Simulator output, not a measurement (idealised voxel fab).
Documented hereafter: the process module known as voxel self aligned contacts.
In the cross-section labelled cut, the width is 205 nm and each square cell is 5 nm.
Format of a cross-section: grid, square cells. Given as bands. Order: top down. Band: one or more rows of cells. First you get the band's top height and its bottom height, in nm, and then the materials it's made of, left to right, with each width in nm. If you see a single material with "everywhere", that one covers the band edge to edge. "empty" is empty space. Convention: height 0 is the level below which the wafer, as received, is all one material. The lowest band does not terminate at the bottom but continues downward, represented as "top 0, no bottom". Width: "30 to 40" (first number = top row, second number = bottom row, same change from row to row of cells). The cross-section has no changed cell in any step marked "remains unaltered". So "Closed-off voids" is basically the list of trapped voids: any empty space of 8 cells or more that can't reach the top through an opening. They're written width x height at distance, the distance being from the left edge, and it's all nm. On each step's line, the part that comes after the settings is the simulator's own comment on the step. A step's line can hold "overlay nm"; with a mask on that step, the setting says how far right of the planned place the mask lay, while a negative setting says it lay to the left. Each pair of cross-sections that follows straddles one process step: the one shows the state before the step, the other the state after it, down to the lowest band that changed and no further. The step in question, and its settings, are given under the pair. Note that a pair is not necessarily a continuation of the pair above it, since pairs can come from different runs of this module on the same starting wafer; it is a continuation only where its entry headed "Before-step section" says so.

# Before-step section
* top 0, no bottom: Si everywhere
* Closed-off voids: none

# Post-Step Appearance
* top 0, bottom -5: SiO2 everywhere
* Under -5: no change, same as before.
* Closed-off voids: none
Step that separates the before view from the after view above: OXIDIZE (depth nm 5)

Before-step section: carried over from the after image of the pair right above.

# Post-Step Appearance
* top 20, bottom 0: polySi everywhere
* Under 0: no change, same as before.
* Closed-off voids: none
Step that separates the before view from the after view above: DIRECTIONAL_DEP (material polySi; thk nm 20)

Before-step section: carried over from the after image of the pair right above.

# Post-Step Appearance
* top 35, bottom 20: SiN everywhere
* Under 20: no change, same as before.
* Closed-off voids: none
Step that separates the before view from the after view above: DIRECTIONAL_DEP (material SiN; thk nm 15)

Before-step section: carried over from the after image of the pair right above.

# Post-Step Appearance
* top 45, bottom 35: aC everywhere
* Under 35: no change, same as before.
* Closed-off voids: none
Step that separates the before view from the after view above: DIRECTIONAL_DEP (material aC; thk nm 10)

Before-step section: carried over from the after image of the pair right above.

# Post-Step Appearance
* top 70, bottom 45: empty 30, then resist 30, then empty 25, then resist 30, then empty 25, then resist 30, then empty 35
* Under 45: no change, same as before.
* Closed-off voids: none
Step that separates the before view from the after view above: PATTERN (tone cover; mask id GATE; material resist; width nm 30; pitch nm 55; thk nm 25; overlay nm 0)

Before-step section: carried over from the after image of the pair right above.

# Post-Step Appearance
* top 60, bottom 45: empty 30, then resist 30, then empty 25, then resist 30, then empty 25, then resist 30, then empty 35
* top 45, bottom 35: empty 30, then aC 30, then empty 25, then aC 30, then empty 25, then aC 30, then empty 35
* Under 35: no change, same as before.
* Closed-off voids: none
Step that separates the before view from the after view above: DIRECTIONAL_ETCH (etch materials aC; depth nm 10)

Before-step section: carried over from the after image of the pair right above.

# Post-Step Appearance
* top 45, bottom 35: empty 30, then aC 30, then empty 25, then aC 30, then empty 25, then aC 30, then empty 35
* Under 35: no change, same as before.
* Closed-off voids: none
Step that separates the before view from the after view above: STRIP (etch materials resist)

Before-step section: carried over from the after image of the pair right above.

# Post-Step Appearance
* top 45, bottom 35: empty 30, then aC 30, then empty 25, then aC 30, then empty 25, then aC 30, then empty 35
* top 35, bottom 20: empty 30, then SiN 30, then empty 25, then SiN 30, then empty 25, then SiN 30, then empty 35
* Under 20: no change, same as before.
* Closed-off voids: none
Step that separates the before view from the after view above: DIRECTIONAL_ETCH (etch materials SiN; depth nm 15)

Before-step section: carried over from the after image of the pair right above.

# Post-Step Appearance
* top 45, bottom 35: empty 30, then aC 30, then empty 25, then aC 30, then empty 25, then aC 30, then empty 35
* top 35, bottom 20: empty 30, then SiN 30, then empty 25, then SiN 30, then empty 25, then SiN 30, then empty 35
* top 20, bottom 0: empty 30, then polySi 30, then empty 25, then polySi 30, then empty 25, then polySi 30, then empty 35
* Under 0: no change, same as before.
* Closed-off voids: none
Step that separates the before view from the after view above: DIRECTIONAL_ETCH (etch materials polySi; depth nm 20)

Before-step section: carried over from the after image of the pair right above.

# Post-Step Appearance
* top 35, bottom 20: empty 30, then SiN 30, then empty 25, then SiN 30, then empty 25, then SiN 30, then empty 35
* Under 20: no change, same as before.
* Closed-off voids: none
Step that separates the before view from the after view above: STRIP (etch materials aC)

Before-step section: carried over from the after image of the pair right above.

# Post-Step Appearance
* top 40, bottom 20: empty 25, then SiN 40, then empty 15, then SiN 40, then empty 15, then SiN 40, then empty 30
* top 20, bottom 5: empty 25, then SiN 5, then polySi 30, then SiN 5, then empty 15, then SiN 5, then polySi 30, then SiN 5, then empty 15, then SiN 5, then polySi 30, then SiN 5, then empty 30
* top 5, bottom 0: SiN 30, then polySi 30, then SiN 25, then polySi 30, then SiN 25, then polySi 30, then SiN 35
* Under 0: no change, same as before.
* Closed-off voids: none
Step that separates the before view from the after view above: CONFORMAL_DEP (material SiN; thk nm 5)

Before-step section: carried over from the after image of the pair right above.

# Post-Step Appearance
* top 35, bottom 20: empty 25, then SiN 40, then empty 15, then SiN 40, then empty 15, then SiN 40, then empty 30
* top 20, bottom 0: empty 25, then SiN 5, then polySi 30, then SiN 5, then empty 15, then SiN 5, then polySi 30, then SiN 5, then empty 15, then SiN 5, then polySi 30, then SiN 5, then empty 30
* Under 0: no change, same as before.
* Closed-off voids: none
Step that separates the before view from the after view above: DIRECTIONAL_ETCH (etch materials SiN; depth nm 5)

Before-step section: carried over from the after image of the pair right above.

# Post-Step Appearance
* top 50, bottom 35: SiO2 everywhere
* top 35, bottom 20: SiO2 25, then SiN 40, then SiO2 15, then SiN 40, then SiO2 15, then SiN 40, then SiO2 30
* top 20, bottom 0: SiO2 25, then SiN 5, then polySi 30, then SiN 5, then SiO2 15, then SiN 5, then polySi 30, then SiN 5, then SiO2 15, then SiN 5, then polySi 30, then SiN 5, then SiO2 30
* Under 0: no change, same as before.
* Closed-off voids: none
Step that separates the before view from the after view above: FILL_DEP (material SiO2; thk nm 15)

Before-step section: carried over from the after image of the pair right above.

# Post-Step Appearance
* top 40, bottom 35: SiO2 everywhere
* Under 35: no change, same as before.
* Closed-off voids: none
Step that separates the before view from the after view above: CMP (height nm 40)

Before-step section: carried over from the after image of the pair right above.

# Post-Step Appearance
* top 50, bottom 40: aC everywhere
* Under 40: no change, same as before.
* Closed-off voids: none
Step that separates the before view from the after view above: DIRECTIONAL_DEP (material aC; thk nm 10)

Before-step section: carried over from the after image of the pair right above.

# Post-Step Appearance
* top 80, bottom 50: resist 55, then empty 35, then resist 20, then empty 35, then resist 60
* Under 50: no change, same as before.
* Closed-off voids: none
Step that separates the before view from the after view above: PATTERN (tone open; mask id CONTACT; material resist; width nm 35; pitch nm 55; thk nm 30; overlay nm 0)

Before-step section: carried over from the after image of the pair right above.

# Post-Step Appearance
* top 70, bottom 50: resist 55, then empty 35, then resist 20, then empty 35, then resist 60
* top 50, bottom 40: aC 55, then empty 35, then aC 20, then empty 35, then aC 60
* Under 40: no change, same as before.
* Closed-off voids: none
Step that separates the before view from the after view above: DIRECTIONAL_ETCH (etch materials aC; depth nm 10)

Before-step section: carried over from the after image of the pair right above.

# Post-Step Appearance
* top 50, bottom 40: aC 55, then empty 35, then aC 20, then empty 35, then aC 60
* Under 40: no change, same as before.
* Closed-off voids: none
Step that separates the before view from the after view above: STRIP (etch materials resist)

Before-step section: carried over from the after image of the pair right above.

# Post-Step Appearance
* top 50, bottom 40: aC 55, then empty 35, then aC 20, then empty 35, then aC 60
* top 40, bottom 35: SiO2 55, then empty 35, then SiO2 20, then empty 35, then SiO2 60
* top 35, bottom 20: SiO2 25, then SiN 40, then empty 15, then SiN 40, then empty 15, then SiN 40, then SiO2 30
* top 20, bottom 0: SiO2 25, then SiN 5, then polySi 30, then SiN 5, then empty 15, then SiN 5, then polySi 30, then SiN 5, then empty 15, then SiN 5, then polySi 30, then SiN 5, then SiO2 30
* top 0, bottom -5: SiO2 65, then empty 15, then SiO2 40, then empty 15, then SiO2 70
* Under -5: no change, same as before.
* Closed-off voids: none
Step that separates the before view from the after view above: DIRECTIONAL_ETCH (etch materials SiO2; depth nm 45)

Before-step section: carried over from the after image of the pair right above.

# Post-Step Appearance
* top 40, bottom 35: SiO2 55, then empty 35, then SiO2 20, then empty 35, then SiO2 60
* Under 35: no change, same as before.
* Closed-off voids: none
Step that separates the before view from the after view above: STRIP (etch materials aC)

Before-step section: carried over from the after image of the pair right above.

# Post-Step Appearance
* top 45, bottom 40: TiN 60, then empty 25, then TiN 30, then empty 25, then TiN 65
* top 40, bottom 35: SiO2 55, then TiN 15, then empty 5, then TiN 15, then SiO2 20, then TiN 15, then empty 5, then TiN 15, then SiO2 60
* top 35, bottom 20: SiO2 25, then SiN 40, then TiN 5, then empty 5, then TiN 5, then SiN 40, then TiN 5, then empty 5, then TiN 5, then SiN 40, then SiO2 30
* top 20, bottom 0: SiO2 25, then SiN 5, then polySi 30, then SiN 5, then TiN 5, then empty 5, then TiN 5, then SiN 5, then polySi 30, then SiN 5, then TiN 5, then empty 5, then TiN 5, then SiN 5, then polySi 30, then SiN 5, then SiO2 30
* top 0, bottom -5: SiO2 65, then TiN 15, then SiO2 40, then TiN 15, then SiO2 70
* Under -5: no change, same as before.
* Closed-off voids: none
Step that separates the before view from the after view above: CONFORMAL_DEP (material TiN; thk nm 5)

Before-step section: carried over from the after image of the pair right above.

# Post-Step Appearance
* top 55, bottom 45: Ru everywhere
* top 45, bottom 40: TiN 60, then Ru 25, then TiN 30, then Ru 25, then TiN 65
* top 40, bottom 35: SiO2 55, then TiN 15, then Ru 5, then TiN 15, then SiO2 20, then TiN 15, then Ru 5, then TiN 15, then SiO2 60
* top 35, bottom 20: SiO2 25, then SiN 40, then TiN 5, then Ru 5, then TiN 5, then SiN 40, then TiN 5, then Ru 5, then TiN 5, then SiN 40, then SiO2 30
* top 20, bottom 0: SiO2 25, then SiN 5, then polySi 30, then SiN 5, then TiN 5, then Ru 5, then TiN 5, then SiN 5, then polySi 30, then SiN 5, then TiN 5, then Ru 5, then TiN 5, then SiN 5, then polySi 30, then SiN 5, then SiO2 30
* Under 0: no change, same as before.
* Closed-off voids: none
Step that separates the before view from the after view above: FILL_DEP (material Ru; thk nm 10)

Before-step section: carried over from the after image of the pair right above.

# Post-Step Appearance
* top 40, bottom 35: SiO2 55, then TiN 15, then Ru 5, then TiN 15, then SiO2 20, then TiN 15, then Ru 5, then TiN 15, then SiO2 60
* Under 35: no change, same as before.
* Closed-off voids: none
Step that separates the before view from the after view above: CMP (height nm 40)

Before-step section: carried over from the after image of the pair right above.

# Post-Step Appearance
* top 45, bottom 40: SiN everywhere
* Under 40: no change, same as before.
* Closed-off voids: none
Step that separates the before view from the after view above: CONFORMAL_DEP (material SiN; thk nm 5)

# Before-step section
* top 55, bottom 45: Ru everywhere
* top 45, bottom 40: TiN 60, then Ru 25, then TiN 30, then Ru 25, then TiN 65
* top 40, bottom 35: SiO2 55, then TiN 15, then Ru 5, then TiN 15, then SiO2 20, then TiN 15, then Ru 5, then TiN 15, then SiO2 60
* top 35, bottom 20: SiO2 25, then SiN 40, then TiN 5, then Ru 5, then TiN 5, then SiN 40, then TiN 5, then Ru 5, then TiN 5, then SiN 40, then SiO2 30
* top 20, bottom 0: SiO2 25, then SiN 5, then polySi 30, then SiN 5, then TiN 5, then Ru 5, then TiN 5, then SiN 5, then polySi 30, then SiN 5, then TiN 5, then Ru 5, then TiN 5, then SiN 5, then polySi 30, then SiN 5, then SiO2 30
* top 0, bottom -5: SiO2 65, then TiN 15, then SiO2 40, then TiN 15, then SiO2 70
* top -5, no bottom: Si everywhere
* Closed-off voids: none

# Post-Step Appearance
* top 60, bottom 55: SiN everywhere
* Under 55: no change, same as before.
* Closed-off voids: none
Step that separates the before view from the after view above: CONFORMAL_DEP (material SiN; thk nm 5)

# Before-step section
* top 35, bottom 20: SiN everywhere
* top 20, bottom 0: polySi everywhere
* top 0, bottom -5: SiO2 everywhere
* top -5, no bottom: Si everywhere
* Closed-off voids: none

# Post-Step Appearance
* top 50, bottom 20: SiN everywhere
* Under 20: no change, same as before.
* Closed-off voids: none
Step that separates the before view from the after view above: DIRECTIONAL_DEP (material SiN; thk nm 15)

Before-step section: carried over from the after image of the pair right above.

# Post-Step Appearance
* top 60, bottom 50: aC everywhere
* Under 50: no change, same as before.
* Closed-off voids: none
Step that separates the before view from the after view above: DIRECTIONAL_DEP (material aC; thk nm 10)

Before-step section: carried over from the after image of the pair right above.

# Post-Step Appearance
* top 85, bottom 60: empty 30, then resist 30, then empty 25, then resist 30, then empty 25, then resist 30, then empty 35
* Under 60: no change, same as before.
* Closed-off voids: none
Step that separates the before view from the after view above: PATTERN (tone cover; mask id GATE; material resist; width nm 30; pitch nm 55; thk nm 25; overlay nm 0)

Before-step section: carried over from the after image of the pair right above.

# Post-Step Appearance
* top 75, bottom 60: empty 30, then resist 30, then empty 25, then resist 30, then empty 25, then resist 30, then empty 35
* top 60, bottom 50: empty 30, then aC 30, then empty 25, then aC 30, then empty 25, then aC 30, then empty 35
* Under 50: no change, same as before.
* Closed-off voids: none
Step that separates the before view from the after view above: DIRECTIONAL_ETCH (etch materials aC; depth nm 10)

Before-step section: carried over from the after image of the pair right above.

# Post-Step Appearance
* top 60, bottom 50: empty 30, then aC 30, then empty 25, then aC 30, then empty 25, then aC 30, then empty 35
* Under 50: no change, same as before.
* Closed-off voids: none
Step that separates the before view from the after view above: STRIP (etch materials resist)

Before-step section: carried over from the after image of the pair right above.

# Post-Step Appearance
* top 60, bottom 50: empty 30, then aC 30, then empty 25, then aC 30, then empty 25, then aC 30, then empty 35
* top 50, bottom 35: empty 30, then SiN 30, then empty 25, then SiN 30, then empty 25, then SiN 30, then empty 35
* Under 35: no change, same as before.
* Closed-off voids: none
Step that separates the before view from the after view above: DIRECTIONAL_ETCH (etch materials SiN; depth nm 15)

Before-step section: carried over from the after image of the pair right above.

# Post-Step Appearance
* top 50, bottom 35: empty 30, then SiN 30, then empty 25, then SiN 30, then empty 25, then SiN 30, then empty 35
* Under 35: no change, same as before.
* Closed-off voids: none
Step that separates the before view from the after view above: STRIP (etch materials aC)

Before-step section: carried over from the after image of the pair right above.

# Post-Step Appearance
* top 55, bottom 40: empty 25, then SiN 40, then empty 15, then SiN 40, then empty 15, then SiN 40, then empty 30
* top 40, bottom 20: SiN everywhere
* Under 20: no change, same as before.
* Closed-off voids: none
Step that separates the before view from the after view above: CONFORMAL_DEP (material SiN; thk nm 5)

Before-step section: carried over from the after image of the pair right above.

# Post-Step Appearance
* top 50, bottom 35: empty 25, then SiN 40, then empty 15, then SiN 40, then empty 15, then SiN 40, then empty 30
* Under 35: no change, same as before.
* Closed-off voids: none
Step that separates the before view from the after view above: DIRECTIONAL_ETCH (etch materials SiN; depth nm 5)

Before-step section: carried over from the after image of the pair right above.

# Post-Step Appearance
* top 65, bottom 50: SiO2 everywhere
* top 50, bottom 35: SiO2 25, then SiN 40, then SiO2 15, then SiN 40, then SiO2 15, then SiN 40, then SiO2 30
* Under 35: no change, same as before.
* Closed-off voids: none
Step that separates the before view from the after view above: FILL_DEP (material SiO2; thk nm 15)

Before-step section: carried over from the after image of the pair right above.

# Post-Step Appearance
* top 40, bottom 35: SiO2 25, then SiN 40, then SiO2 15, then SiN 40, then SiO2 15, then SiN 40, then SiO2 30
* Under 35: no change, same as before.
* Closed-off voids: none
Step that separates the before view from the after view above: CMP (height nm 40)

Before-step section: carried over from the after image of the pair right above.

# Post-Step Appearance
* top 50, bottom 40: aC everywhere
* Under 40: no change, same as before.
* Closed-off voids: none
Step that separates the before view from the after view above: DIRECTIONAL_DEP (material aC; thk nm 10)

Before-step section: carried over from the after image of the pair right above.

# Post-Step Appearance
* top 80, bottom 50: resist 55, then empty 35, then resist 20, then empty 35, then resist 60
* Under 50: no change, same as before.
* Closed-off voids: none
Step that separates the before view from the after view above: PATTERN (tone open; mask id CONTACT; material resist; width nm 35; pitch nm 55; thk nm 30; overlay nm 0)

Before-step section: carried over from the after image of the pair right above.

# Post-Step Appearance
* top 70, bottom 50: resist 55, then empty 35, then resist 20, then empty 35, then resist 60
* top 50, bottom 40: aC 55, then empty 35, then aC 20, then empty 35, then aC 60
* Under 40: no change, same as before.
* Closed-off voids: none
Step that separates the before view from the after view above: DIRECTIONAL_ETCH (etch materials aC; depth nm 10)

Before-step section: carried over from the after image of the pair right above.

# Post-Step Appearance
* top 50, bottom 40: aC 55, then empty 35, then aC 20, then empty 35, then aC 60
* Under 40: no change, same as before.
* Closed-off voids: none
Step that separates the before view from the after view above: STRIP (etch materials resist)

Before-step section: carried over from the after image of the pair right above.

# Post-Step Appearance
* top 50, bottom 40: aC 55, then empty 35, then aC 20, then empty 35, then aC 60
* top 40, bottom 35: SiO2 25, then SiN 40, then empty 15, then SiN 40, then empty 15, then SiN 40, then SiO2 30
* Under 35: no change, same as before.
* Closed-off voids: none
Step that separates the before view from the after view above: DIRECTIONAL_ETCH (etch materials SiO2; depth nm 45)

Before-step section: carried over from the after image of the pair right above.

# Post-Step Appearance
* top 40, bottom 35: SiO2 25, then SiN 40, then empty 15, then SiN 40, then empty 15, then SiN 40, then SiO2 30
* Under 35: no change, same as before.
* Closed-off voids: none
Step that separates the before view from the after view above: STRIP (etch materials aC)

Before-step section: carried over from the after image of the pair right above.

# Post-Step Appearance
* top 45, bottom 40: TiN 70, then empty 5, then TiN 50, then empty 5, then TiN 75
* top 40, bottom 35: SiO2 25, then SiN 40, then TiN 15, then SiN 40, then TiN 15, then SiN 40, then SiO2 30
* Under 35: no change, same as before.
* Closed-off voids: none
Step that separates the before view from the after view above: CONFORMAL_DEP (material TiN; thk nm 5)

Before-step section: carried over from the after image of the pair right above.

# Post-Step Appearance
* top 55, bottom 45: Ru everywhere
* top 45, bottom 40: TiN 70, then Ru 5, then TiN 50, then Ru 5, then TiN 75
* Under 40: no change, same as before.
* Closed-off voids: none
Step that separates the before view from the after view above: FILL_DEP (material Ru; thk nm 10)

Before-step section: carried over from the after image of the pair right above.

# Post-Step Appearance
* top 40, bottom 35: SiO2 25, then SiN 40, then TiN 15, then SiN 40, then TiN 15, then SiN 40, then SiO2 30
* Under 35: no change, same as before.
* Closed-off voids: none
Step that separates the before view from the after view above: CMP (height nm 40)

Before-step section: carried over from the after image of the pair right above.

# Post-Step Appearance
* top 45, bottom 40: SiN everywhere
* Under 40: no change, same as before.
* Closed-off voids: none
Step that separates the before view from the after view above: CONFORMAL_DEP (material SiN; thk nm 5)

# Before-step section
* top 0, no bottom: Si everywhere
* Closed-off voids: none

# Post-Step Appearance
* top 20, bottom 0: polySi everywhere
* Under 0: no change, same as before.
* Closed-off voids: none
Step that separates the before view from the after view above: DIRECTIONAL_DEP (material polySi; thk nm 20)

Before-step section: carried over from the after image of the pair right above.

# Post-Step Appearance
* top 20, bottom 15: SiO2 everywhere
* Under 15: no change, same as before.
* Closed-off voids: none
Step that separates the before view from the after view above: OXIDIZE (depth nm 5)

Before-step section: carried over from the after image of the pair right above.

# Post-Step Appearance
* top 35, bottom 20: SiN everywhere
* Under 20: no change, same as before.
* Closed-off voids: none
Step that separates the before view from the after view above: DIRECTIONAL_DEP (material SiN; thk nm 15)

Before-step section: carried over from the after image of the pair right above.

# Post-Step Appearance
* top 45, bottom 35: aC everywhere
* Under 35: no change, same as before.
* Closed-off voids: none
Step that separates the before view from the after view above: DIRECTIONAL_DEP (material aC; thk nm 10)

Before-step section: carried over from the after image of the pair right above.

# Post-Step Appearance
* top 70, bottom 45: empty 30, then resist 30, then empty 25, then resist 30, then empty 25, then resist 30, then empty 35
* Under 45: no change, same as before.
* Closed-off voids: none
Step that separates the before view from the after view above: PATTERN (tone cover; mask id GATE; material resist; width nm 30; pitch nm 55; thk nm 25; overlay nm 0)

Before-step section: carried over from the after image of the pair right above.

# Post-Step Appearance
* top 60, bottom 45: empty 30, then resist 30, then empty 25, then resist 30, then empty 25, then resist 30, then empty 35
* top 45, bottom 35: empty 30, then aC 30, then empty 25, then aC 30, then empty 25, then aC 30, then empty 35
* Under 35: no change, same as before.
* Closed-off voids: none
Step that separates the before view from the after view above: DIRECTIONAL_ETCH (etch materials aC; depth nm 10)

Before-step section: carried over from the after image of the pair right above.

# Post-Step Appearance
* top 45, bottom 35: empty 30, then aC 30, then empty 25, then aC 30, then empty 25, then aC 30, then empty 35
* Under 35: no change, same as before.
* Closed-off voids: none
Step that separates the before view from the after view above: STRIP (etch materials resist)

Before-step section: carried over from the after image of the pair right above.

# Post-Step Appearance
* top 45, bottom 35: empty 30, then aC 30, then empty 25, then aC 30, then empty 25, then aC 30, then empty 35
* top 35, bottom 20: empty 30, then SiN 30, then empty 25, then SiN 30, then empty 25, then SiN 30, then empty 35
* Under 20: no change, same as before.
* Closed-off voids: none
Step that separates the before view from the after view above: DIRECTIONAL_ETCH (etch materials SiN; depth nm 15)

Before-step section: carried over from the after image of the pair right above.

# Post-Step Appearance
* top 35, bottom 20: empty 30, then SiN 30, then empty 25, then SiN 30, then empty 25, then SiN 30, then empty 35
* Under 20: no change, same as before.
* Closed-off voids: none
Step that separates the before view from the after view above: STRIP (etch materials aC)

Before-step section: carried over from the after image of the pair right above.

# Post-Step Appearance
* top 40, bottom 25: empty 25, then SiN 40, then empty 15, then SiN 40, then empty 15, then SiN 40, then empty 30
* top 25, bottom 20: SiN everywhere
* Under 20: no change, same as before.
* Closed-off voids: none
Step that separates the before view from the after view above: CONFORMAL_DEP (material SiN; thk nm 5)

Before-step section: carried over from the after image of the pair right above.

# Post-Step Appearance
* top 35, bottom 20: empty 25, then SiN 40, then empty 15, then SiN 40, then empty 15, then SiN 40, then empty 30
* Under 20: no change, same as before.
* Closed-off voids: none
Step that separates the before view from the after view above: DIRECTIONAL_ETCH (etch materials SiN; depth nm 5)

Before-step section: carried over from the after image of the pair right above.

# Post-Step Appearance
* top 50, bottom 35: SiO2 everywhere
* top 35, bottom 20: SiO2 25, then SiN 40, then SiO2 15, then SiN 40, then SiO2 15, then SiN 40, then SiO2 30
* Under 20: no change, same as before.
* Closed-off voids: none
Step that separates the before view from the after view above: FILL_DEP (material SiO2; thk nm 15)

Before-step section: carried over from the after image of the pair right above.

# Post-Step Appearance
* top 40, bottom 35: SiO2 everywhere
* Under 35: no change, same as before.
* Closed-off voids: none
Step that separates the before view from the after view above: CMP (height nm 40)

Before-step section: carried over from the after image of the pair right above.

# Post-Step Appearance
* top 50, bottom 40: aC everywhere
* Under 40: no change, same as before.
* Closed-off voids: none
Step that separates the before view from the after view above: DIRECTIONAL_DEP (material aC; thk nm 10)

Before-step section: carried over from the after image of the pair right above.

# Post-Step Appearance
* top 80, bottom 50: resist 55, then empty 35, then resist 20, then empty 35, then resist 60
* Under 50: no change, same as before.
* Closed-off voids: none
Step that separates the before view from the after view above: PATTERN (tone open; mask id CONTACT; material resist; width nm 35; pitch nm 55; thk nm 30; overlay nm 0)

Before-step section: carried over from the after image of the pair right above.

# Post-Step Appearance
* top 70, bottom 50: resist 55, then empty 35, then resist 20, then empty 35, then resist 60
* top 50, bottom 40: aC 55, then empty 35, then aC 20, then empty 35, then aC 60
* Under 40: no change, same as before.
* Closed-off voids: none
Step that separates the before view from the after view above: DIRECTIONAL_ETCH (etch materials aC; depth nm 10)

Before-step section: carried over from the after image of the pair right above.

# Post-Step Appearance
* top 50, bottom 40: aC 55, then empty 35, then aC 20, then empty 35, then aC 60
* Under 40: no change, same as before.
* Closed-off voids: none
Step that separates the before view from the after view above: STRIP (etch materials resist)

Before-step section: carried over from the after image of the pair right above.

# Post-Step Appearance
* top 50, bottom 40: aC 55, then empty 35, then aC 20, then empty 35, then aC 60
* top 40, bottom 35: SiO2 55, then empty 35, then SiO2 20, then empty 35, then SiO2 60
* top 35, bottom 20: SiO2 25, then SiN 40, then empty 15, then SiN 40, then empty 15, then SiN 40, then SiO2 30
* top 20, bottom 15: SiO2 65, then empty 15, then SiO2 40, then empty 15, then SiO2 70
* Under 15: no change, same as before.
* Closed-off voids: none
Step that separates the before view from the after view above: DIRECTIONAL_ETCH (etch materials SiO2; depth nm 45)

Before-step section: carried over from the after image of the pair right above.

# Post-Step Appearance
* top 40, bottom 35: SiO2 55, then empty 35, then SiO2 20, then empty 35, then SiO2 60
* Under 35: no change, same as before.
* Closed-off voids: none
Step that separates the before view from the after view above: STRIP (etch materials aC)

Before-step section: carried over from the after image of the pair right above.

# Post-Step Appearance
* top 45, bottom 40: TiN 60, then empty 25, then TiN 30, then empty 25, then TiN 65
* top 40, bottom 35: SiO2 55, then TiN 15, then empty 5, then TiN 15, then SiO2 20, then TiN 15, then empty 5, then TiN 15, then SiO2 60
* top 35, bottom 20: SiO2 25, then SiN 40, then TiN 5, then empty 5, then TiN 5, then SiN 40, then TiN 5, then empty 5, then TiN 5, then SiN 40, then SiO2 30
* top 20, bottom 15: SiO2 65, then TiN 15, then SiO2 40, then TiN 15, then SiO2 70
* Under 15: no change, same as before.
* Closed-off voids: none
Step that separates the before view from the after view above: CONFORMAL_DEP (material TiN; thk nm 5)

Before-step section: carried over from the after image of the pair right above.

# Post-Step Appearance
* top 55, bottom 45: Ru everywhere
* top 45, bottom 40: TiN 60, then Ru 25, then TiN 30, then Ru 25, then TiN 65
* top 40, bottom 35: SiO2 55, then TiN 15, then Ru 5, then TiN 15, then SiO2 20, then TiN 15, then Ru 5, then TiN 15, then SiO2 60
* top 35, bottom 20: SiO2 25, then SiN 40, then TiN 5, then Ru 5, then TiN 5, then SiN 40, then TiN 5, then Ru 5, then TiN 5, then SiN 40, then SiO2 30
* Under 20: no change, same as before.
* Closed-off voids: none
Step that separates the before view from the after view above: FILL_DEP (material Ru; thk nm 10)

Before-step section: carried over from the after image of the pair right above.

# Post-Step Appearance
* top 40, bottom 35: SiO2 55, then TiN 15, then Ru 5, then TiN 15, then SiO2 20, then TiN 15, then Ru 5, then TiN 15, then SiO2 60
* Under 35: no change, same as before.
* Closed-off voids: none
Step that separates the before view from the after view above: CMP (height nm 40)

Before-step section: carried over from the after image of the pair right above.

# Post-Step Appearance
* top 45, bottom 40: SiN everywhere
* Under 40: no change, same as before.
* Closed-off voids: none
Step that separates the before view from the after view above: CONFORMAL_DEP (material SiN; thk nm 5)

# Before-step section
* top 20, bottom 0: polySi everywhere
* top 0, bottom -5: SiO2 everywhere
* top -5, no bottom: Si everywhere
* Closed-off voids: none

# Post-Step Appearance
* top 45, bottom 20: SiN everywhere
* Under 20: no change, same as before.
* Closed-off voids: none
Step that separates the before view from the after view above: DIRECTIONAL_DEP (material SiN; thk nm 25)

Before-step section: carried over from the after image of the pair right above.

# Post-Step Appearance
* top 55, bottom 45: aC everywhere
* Under 45: no change, same as before.
* Closed-off voids: none
Step that separates the before view from the after view above: DIRECTIONAL_DEP (material aC; thk nm 10)

Before-step section: carried over from the after image of the pair right above.

# Post-Step Appearance
* top 80, bottom 55: empty 30, then resist 30, then empty 25, then resist 30, then empty 25, then resist 30, then empty 35
* Under 55: no change, same as before.
* Closed-off voids: none
Step that separates the before view from the after view above: PATTERN (tone cover; mask id GATE; material resist; width nm 30; pitch nm 55; thk nm 25; overlay nm 0)

Before-step section: carried over from the after image of the pair right above.

# Post-Step Appearance
* top 70, bottom 55: empty 30, then resist 30, then empty 25, then resist 30, then empty 25, then resist 30, then empty 35
* top 55, bottom 45: empty 30, then aC 30, then empty 25, then aC 30, then empty 25, then aC 30, then empty 35
* Under 45: no change, same as before.
* Closed-off voids: none
Step that separates the before view from the after view above: DIRECTIONAL_ETCH (etch materials aC; depth nm 10)

Before-step section: carried over from the after image of the pair right above.

# Post-Step Appearance
* top 55, bottom 45: empty 30, then aC 30, then empty 25, then aC 30, then empty 25, then aC 30, then empty 35
* Under 45: no change, same as before.
* Closed-off voids: none
Step that separates the before view from the after view above: STRIP (etch materials resist)

Before-step section: carried over from the after image of the pair right above.

# Post-Step Appearance
* top 55, bottom 45: empty 30, then aC 30, then empty 25, then aC 30, then empty 25, then aC 30, then empty 35
* top 45, bottom 30: empty 30, then SiN 30, then empty 25, then SiN 30, then empty 25, then SiN 30, then empty 35
* Under 30: no change, same as before.
* Closed-off voids: none
Step that separates the before view from the after view above: DIRECTIONAL_ETCH (etch materials SiN; depth nm 15)

Before-step section: carried over from the after image of the pair right above.

# Post-Step Appearance
* top 45, bottom 30: empty 30, then SiN 30, then empty 25, then SiN 30, then empty 25, then SiN 30, then empty 35
* Under 30: no change, same as before.
* Closed-off voids: none
Step that separates the before view from the after view above: STRIP (etch materials aC)

Before-step section: carried over from the after image of the pair right above.

# Post-Step Appearance
* top 50, bottom 35: empty 25, then SiN 40, then empty 15, then SiN 40, then empty 15, then SiN 40, then empty 30
* top 35, bottom 20: SiN everywhere
* Under 20: no change, same as before.
* Closed-off voids: none
Step that separates the before view from the after view above: CONFORMAL_DEP (material SiN; thk nm 5)

Before-step section: carried over from the after image of the pair right above.

# Post-Step Appearance
* top 45, bottom 30: empty 25, then SiN 40, then empty 15, then SiN 40, then empty 15, then SiN 40, then empty 30
* Under 30: no change, same as before.
* Closed-off voids: none
Step that separates the before view from the after view above: DIRECTIONAL_ETCH (etch materials SiN; depth nm 5)

Before-step section: carried over from the after image of the pair right above.

# Post-Step Appearance
* top 60, bottom 45: SiO2 everywhere
* top 45, bottom 30: SiO2 25, then SiN 40, then SiO2 15, then SiN 40, then SiO2 15, then SiN 40, then SiO2 30
* Under 30: no change, same as before.
* Closed-off voids: none
Step that separates the before view from the after view above: FILL_DEP (material SiO2; thk nm 15)

Before-step section: carried over from the after image of the pair right above.

# Post-Step Appearance
* top 40, bottom 30: SiO2 25, then SiN 40, then SiO2 15, then SiN 40, then SiO2 15, then SiN 40, then SiO2 30
* Under 30: no change, same as before.
* Closed-off voids: none
Step that separates the before view from the after view above: CMP (height nm 40)

Before-step section: carried over from the after image of the pair right above.

# Post-Step Appearance
* top 50, bottom 40: aC everywhere
* Under 40: no change, same as before.
* Closed-off voids: none
Step that separates the before view from the after view above: DIRECTIONAL_DEP (material aC; thk nm 10)
